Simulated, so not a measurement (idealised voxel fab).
process module | voxel released beams
cross-section cut | 170 nm wide | cells 5 nm
A cross-section is a grid of square cells, given in bands from the top down. A band is one or more rows of cells.
Each band's line starts with the height of the band's top and of its bottom, in nm. Then come its materials from left to right, each with its width in nm. One material with "throughout" fills the band from edge to edge. "air" is empty space.
Height 0 is the level under which the wafer as received is all one material. The lowest band goes on downwards, as in "0 down".
A width such as "30 to 40" changes by the same amount from each row of cells to the next, from the band's top row to its bottom row.
"no change" after a step means that no cell of the cross-section changed.
closed voids: empty space of 8 cells or more with no open way to the top, each as width x height at its distance from the left edge, in nm
after a step's settings: what the simulator itself notes on the step
overlay nm, on a step with a mask: how far to the right of its planned place the mask lay; to the left if negative
plan
1 op RECEIVE | material Si
2 op CONFORMAL_DEP | material SiN | thk nm 10
3 op DIRECTIONAL_DEP | material SiO2 | thk nm 10
4 op MASKED_ETCH | tone open | mask id ANCHOR | width nm 45 | etch materials SiO2 | depth nm 10 | overlay nm 0
5 op CONFORMAL_DEP | material W | thk nm 15
6 op MASKED_ETCH | tone cover | mask id BEAM | width nm 105 | etch materials W | depth nm 15 | overlay nm 0
7 op STRIP | etch materials SiO2
as received, after step 1
  0 down: Si throughout
  closed voids: none
first wafer at the end, as planned
  35 to 25: air 30 | W 20 | air 15 | W 70 | air 35
  25 to 20: air 30 | W 105 | air 35
  20 to 10: air 35 | W 45 | air 90
  10 to 0: SiN throughout
  0 down: Si throughout
  closed voids: none
second wafer at the end: like start, like plan, one mistake
  50 to 35: air 30 | W 105 | air 35
  35 to 20: W throughout
  20 to 10: SiO2 35 | W 45 | SiO2 90
  10 to 0: SiN throughout
  0 down: Si throughout
  closed voids: none
what went wrong: step 5 was run twice
at the end the second wafer has, in cells: 50 more of SiO2 | 108 more of W
